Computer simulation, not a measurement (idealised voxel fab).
Process module, titled voxel transistor to metal
Pictured: cross-section cut, 210 nm wide, on a grid of 5 nm square cells.
A cross-section is a grid of square cells, given in bands from the top down. A band is one or more rows of cells.
Quick guide to a band line: top height, bottom height (nm) up front; then every material left to right with its width in nm. Only one material and it's marked "all across"? Then it fills the band edge to edge. And "empty" just means empty space.
Ref level 0: as-received wafer is one material below here. Bottom band extends down with no lower bound ("0 and below").
The expression "30 to 40" gives the width at the extremes of the band, the first number at its top row of cells and the second at its bottom row, with the width changing by equal amounts from each row to the next in between.
For the purposes of this document, the phrase "changes: none" attached to a step denotes that no cell within the cross-section was modified by that step.
The label "Entrapped void list" introduces a list of the empty spaces, 8 cells or larger, that have no open way up to the top; each entry in it reads width x height at distance, where the distance is taken from the left edge and all three are stated in nm.
Step line, after settings: the simulator's comment on this step.
Each step line may optionally specify "overlay nm", which for a step with a mask gives the rightward distance between the mask's planned place and where it lay, a negative value indicating the leftward direction.
# Here's what the planned process steps look like
| 1 | RECEIVE: material Si |
| 2 | OXIDIZE: depth nm 5 |
| 3 | CONFORMAL_DEP: material SiN, thk nm 10 |
| 4 | PATTERN: tone cover, mask id ACTIVE, material resist, width nm 110, thk nm 20, overlay nm 0 |
| 5 | DIRECTIONAL_ETCH: etch materials SiN, depth nm 10 |
| 6 | DIRECTIONAL_ETCH: etch materials SiO2, depth nm 5 |
| 7 | DIRECTIONAL_ETCH: etch materials Si, depth nm 30 |
| 8 | STRIP: etch materials resist |
| 9 | OXIDIZE: depth nm 5 |
| 10 | FILL_DEP: material SiO2, thk nm 10 |
| 11 | CMP: height nm 10 |
| 12 | SELECTIVE_ETCH: etch materials SiO2, depth nm 5 |
| 13 | STRIP: etch materials SiN |
| 14 | SELECTIVE_ETCH: etch materials SiO2, depth nm 5 |
| 15 | OXIDIZE: depth nm 5 |
| 16 | DIRECTIONAL_DEP: material polySi, thk nm 20 |
| 17 | DIRECTIONAL_DEP: material SiCN, thk nm 10 |
| 18 | MASKED_ETCH: tone cover, mask id GATE, width nm 30, etch materials SiCN, depth nm 20, overlay nm 0 |
| 19 | MASKED_ETCH: tone cover, mask id GATE, width nm 30, etch materials polySi, depth nm 30, overlay nm 0 |
| 20 | CONFORMAL_DEP: material SiN, thk nm 5 |
| 21 | DIRECTIONAL_ETCH: etch materials SiN, depth nm 5 |
| 22 | DIRECTIONAL_ETCH: etch materials SiO2, depth nm 5 |
| 23 | DIRECTIONAL_ETCH: etch materials Si, depth nm 15 |
| 24 | EPI: material pSi, thk nm 20 |
| 25 | FILL_DEP: material SiO2, thk nm 10 |
| 26 | CMP: height nm 15 |
| 27 | STRIP: etch materials polySi |
| 28 | SELECTIVE_ETCH: etch materials SiO2, depth nm 5 |
| 29 | CONFORMAL_DEP: material HfO2, thk nm 5 |
| 30 | CONFORMAL_DEP: material TiN, thk nm 5 |
| 31 | FILL_DEP: material W, thk nm 10 |
| 32 | CMP: height nm 10 |
| 33 | DIRECTIONAL_DEP: material SiO2, thk nm 15 |
| 34 | MASKED_ETCH: tone open, mask id CONTACT, width nm 15, pitch nm 75, etch materials SiO2, depth nm 30, overlay nm 0 |
| 35 | CONFORMAL_DEP: material TiN, thk nm 5 |
| 36 | FILL_DEP: material Ru, thk nm 5 |
| 37 | CMP: height nm 25 |
| 38 | DIRECTIONAL_DEP: material TiN, thk nm 5 |
| 39 | DIRECTIONAL_DEP: material Ru, thk nm 20 |
| 40 | DIRECTIONAL_DEP: material aC, thk nm 15 |
| 41 | PATTERN: tone cover, mask id METAL_1, material resist, width nm 15, pitch nm 75, thk nm 35, overlay nm 0 |
| 42 | DIRECTIONAL_ETCH: etch materials aC, depth nm 15 |
| 43 | STRIP: etch materials resist |
| 44 | DIRECTIONAL_ETCH: etch materials Ru, depth nm 20 |
| 45 | DIRECTIONAL_ETCH: etch materials TiN, depth nm 5 |
| 46 | STRIP: etch materials aC |
| 47 | FILL_DEP: material lowk, thk nm 5 |
| 48 | CMP: height nm 50 |
| 49 | CONFORMAL_DEP: material SiN, thk nm 5 |
# Wafer cross-section on receipt, i.e. after step 1
> 0 and below | Si all across
> Entrapped void list: none
# Below is the wafer in cross-section after the module was completed. It began from the starting point shown above and followed the plan shown above, except that one mistake was made while running it
> 55 down to 50 | SiN all across
> 50 down to 30 | 60 lowk / 15 Ru / 60 lowk / 15 Ru / 60 lowk
> 30 down to 25 | 60 lowk / 15 TiN / 60 lowk / 15 TiN / 60 lowk
> 25 down to 15 | 60 SiO2 / 5 TiN / 5 Ru / 5 TiN / 60 SiO2 / 5 TiN / 5 Ru / 5 TiN / 60 SiO2
> 15 down to 10 | 60 SiO2 / 15 TiN / 60 SiO2 / 15 TiN / 60 SiO2
> 10 down to 0 | 60 SiO2 / 5 TiN / 20 pSi / 5 SiN / 5 HfO2 / 5 TiN / 10 W / 5 TiN / 5 HfO2 / 5 SiN / 20 pSi / 5 TiN / 60 SiO2
> 0 down to -5 | 40 SiO2 / 5 SiN / 15 SiO2 / 5 TiN / 20 pSi / 5 SiN / 5 HfO2 / 20 TiN / 5 HfO2 / 5 SiN / 20 pSi / 5 TiN / 15 SiO2 / 5 SiN / 40 SiO2
> -5 down to -10 | 45 SiO2 / 40 pSi / 40 HfO2 / 40 pSi / 45 SiO2
> -10 down to -25 | 50 SiO2 / 35 pSi / 40 Si / 35 pSi / 50 SiO2
> -25 down to -40 | 50 SiO2 / 110 Si / 50 SiO2
> -40 and below | Si all across
> Entrapped void list: none
What went wrong in running the wafer? it should be noted that step 4 was executed with settings other than those planned, the operation and settings actually applied being PATTERN: tone cover, mask id ACTIVE, material resist, width nm 120, thk nm 20, overlay nm 0
